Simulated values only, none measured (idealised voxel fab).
This section sets out a process module, namely voxel tone inversion.
The cross-section on display is named cut; it measures 230 nm wide, and its cells are 5 nm squares.
In this document a cross-section is written as a grid of square cells. It is given as a series of bands, listed from the top down, and a band is one or more rows of cells.
It is stipulated that each band's entry specify, in nanometres, the height of the top of the band and then that of its bottom, followed by the materials of the band in left-to-right sequence, each together with its width in nanometres. A single material marked by the word "full width" is understood to fill the band from edge to edge; the word "air" is understood to denote empty space.
For the purposes of this specification, 0 denotes the height below which the wafer in its as-received condition is composed wholly of one material, and the lowermost band, lacking a lower limit, extends downward without end, as expressed in "0 and below".
Graded width ("30->40"): value in top row of band = first number; value in bottom row = second number; row-to-row change constant.
The cross-section has no changed cell in any step marked "same as before".
Look at "Closed void list" for the closed voids: empty spaces with no open path to the top, sized 8 cells or up. Each is width x height at distance, distance from the left edge, all nm.
If you see something after the settings on a step's line, that's the simulator's own remark about that step.
When a step includes a mask, the "overlay nm" setting on its line states how far to the right of its planned place that mask lay, and negative values state how far to the left.

# Steps planned for the process
1: RECEIVE, material Si
2: CONFORMAL_DEP, material SiN, thk nm 10
3: DIRECTIONAL_DEP, material polySi, thk nm 15
4: PATTERN, tone cover, mask id POSTS, material resist, width nm 15, pitch nm 30, thk nm 25, overlay nm 0
5: DIRECTIONAL_ETCH, etch materials polySi, depth nm 15
6: STRIP, etch materials resist
7: FILL_DEP, material lowk, thk nm 10
8: CMP, height nm 25
9: STRIP, etch materials polySi
10: CONFORMAL_DEP, material TiN, thk nm 5
11: FILL_DEP, material W, thk nm 10
12: CMP, height nm 25
13: CONFORMAL_DEP, material SiCN, thk nm 5

# Incoming wafer, cross-sectional view, post step 1
    0 and below  Si full width
    Closed void list: none

# Figure: cross-sectional view of the wafer upon completion of the module, processed from the initial state and according to the plan depicted above, with one error introduced during execution
    30 down to 25  SiCN full width
    25 down to 20  60 nm lowk, 5 nm TiN, 5 nm W, 5 nm TiN, 15 nm lowk, 5 nm TiN, 5 nm W, 5 nm TiN, 15 nm lowk, 5 nm TiN, 5 nm W, 5 nm TiN, 15 nm lowk, 5 nm TiN, 5 nm W, 5 nm TiN, 65 nm lowk
    20 down to 15  60 nm lowk, 15 nm TiN, 15 nm lowk, 15 nm TiN, 15 nm lowk, 15 nm TiN, 15 nm lowk, 15 nm TiN, 65 nm lowk
    15 down to 0  SiN full width
    0 and below  Si full width
    Closed void list: none
Heads up, the wafer didn't run the way we planned it: step 2 deviated from plan and actually ran as CONFORMAL_DEP, material SiN, thk nm 15
